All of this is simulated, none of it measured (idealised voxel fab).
Documented hereafter: the process module known as voxel capacitor over wiring.
For reference, the cross-section in this document is cut, with width 180 nm and square cells of 5 nm.
Just so we're on the same page, the cross-sections are grids of square cells, and they're listed out in bands top to bottom, each band one or more rows deep. This entry defines a band. It first specifies the height of the band's top and the height of its bottom in nm, and then specifies the band's materials from left to right, stating each material with its width in nm. The word "throughout" identifies a single material that fills the band from edge to edge, while the word "air" identifies empty space. The level at which height equals 0 is the one under which the wafer, as it arrives, is entirely one material. No lower edge exists for the bottom band, which continues downward and is notated as in "0 -> down". So if you see something like "30..40" for the width, read it as the top row of the band sitting at the first number and the bottom row at the second, with every row in between moving by the same amount as the last. The cross-section has no changed cell in any step marked "identical to before". "Closed void register" means: voids of 8 cells or more that are shut off from the top with no open way through. Written width x height at distance, distance from the left edge, in nm. Whatever follows a step's settings on its line is a remark the simulator itself makes about that step. A step line may carry the setting "overlay nm", which, for steps involving a mask, states the distance by which the mask lay to the right of its intended position; negative values denote displacement to the left.

BELOW IS THE LIST OF PLANNED PROCESS STEPS
1 RECEIVE | material Si
2 CONFORMAL_DEP | material SiO2 | thk nm 10
3 CONFORMAL_DEP | material SiN | thk nm 5
4 DIRECTIONAL_DEP | material lowk | thk nm 15
5 DIRECTIONAL_DEP | material aC | thk nm 10
6 PATTERN | tone open | mask id METAL_1 | material resist | width nm 20 | pitch nm 80 | thk nm 30 | overlay nm 0
7 DIRECTIONAL_ETCH | etch materials aC | depth nm 10
8 STRIP | etch materials resist
9 DIRECTIONAL_ETCH | etch materials lowk | depth nm 15
10 DIRECTIONAL_ETCH | etch materials SiN | depth nm 5
11 STRIP | etch materials aC
12 CONFORMAL_DEP | material TiN | thk nm 5
13 FILL_DEP | material W | thk nm 10
14 CMP | height nm 30
15 EPI | material Ru | thk nm 5
16 FILL_DEP | material SiCN | thk nm 5
17 DIRECTIONAL_DEP | material lowk | thk nm 20
18 MASKED_ETCH | tone open | mask id PLUG_1 | width nm 15 | etch materials lowk | depth nm 20 | overlay nm 0
19 MASKED_ETCH | tone open | mask id PLUG_1 | width nm 15 | etch materials SiCN | depth nm 5 | overlay nm 0
20 CONFORMAL_DEP | material TiN | thk nm 5
21 FILL_DEP | material Cu | thk nm 10
22 CMP | height nm 60
23 DIRECTIONAL_DEP | material TiN | thk nm 10
24 DIRECTIONAL_DEP | material Al2O3 | thk nm 5
25 DIRECTIONAL_DEP | material TiN | thk nm 10
26 DIRECTIONAL_DEP | material aC | thk nm 10
27 PATTERN | tone cover | mask id UPPER_PLATE | material resist | width nm 65 | thk nm 30 | overlay nm 0
28 DIRECTIONAL_ETCH | etch materials aC | depth nm 10
29 STRIP | etch materials resist
30 DIRECTIONAL_ETCH | etch materials TiN | depth nm 10
31 DIRECTIONAL_ETCH | etch materials Al2O3 | depth nm 5
32 STRIP | etch materials aC
33 DIRECTIONAL_DEP | material aC | thk nm 15
34 PATTERN | tone cover | mask id LOWER_PLATE | material resist | width nm 75 | thk nm 30 | overlay nm 0
35 DIRECTIONAL_ETCH | etch materials aC | depth nm 15
36 STRIP | etch materials resist
37 DIRECTIONAL_ETCH | etch materials TiN | depth nm 10
38 STRIP | etch materials aC
39 FILL_DEP | material SiO2 | thk nm 15
40 CMP | height nm 95
41 MASKED_ETCH | tone open | mask id PLUG_2 | width nm 15 | etch materials SiO2 | depth nm 10 | overlay nm 0
42 CONFORMAL_DEP | material TiN | thk nm 5
43 FILL_DEP | material W | thk nm 10
44 CMP | height nm 95
45 CONFORMAL_DEP | material SiCN | thk nm 5

CROSS-SECTIONAL VIEW OF THE WAFER IN ITS AS-RECEIVED CONDITION, CORRESPONDING TO THE STATE AFTER STEP 1
  0 -> down = Si throughout
  Closed void register: none

CROSS-SECTIONAL RESULT AFTER MODULE COMPLETION. NOTE: STARTING CONDITION AND PLAN ARE UNCHANGED FROM ABOVE; ONE PROCESSING MISTAKE WAS MADE
  100 -> 95 = SiCN throughout
  95 -> 90 = SiO2 (55) / TiN (5) / W (5) / TiN (5) / SiO2 (110)
  90 -> 85 = SiO2 (55) / TiN (15) / SiO2 (110)
  85 -> 75 = SiO2 (45) / TiN (65) / SiO2 (70)
  75 -> 70 = SiO2 (45) / Al2O3 (65) / SiO2 (70)
  70 -> 60 = SiO2 (40) / TiN (75) / SiO2 (65)
  60 -> 40 = lowk (45) / TiN (5) / Cu (5) / TiN (5) / lowk (120)
  40 -> 35 = SiCN (45) / TiN (15) / SiCN (120)
  35 -> 30 = Ru (45) / SiCN (10) / Ru (70) / SiCN (10) / Ru (45)
  30 -> 15 = W (35) / TiN (5) / lowk (20) / TiN (5) / W (50) / TiN (5) / lowk (20) / TiN (5) / W (35)
  15 -> 10 = TiN (40) / SiN (20) / TiN (60) / SiN (20) / TiN (40)
  10 -> 0 = SiO2 throughout
  0 -> down = Si throughout
  Closed void register: none
Processing error: step 6 ran with different settings than intended, the actual operation and settings being PATTERN | tone cover | mask id METAL_1 | material resist | width nm 20 | pitch nm 80 | thk nm 30 | overlay nm 0
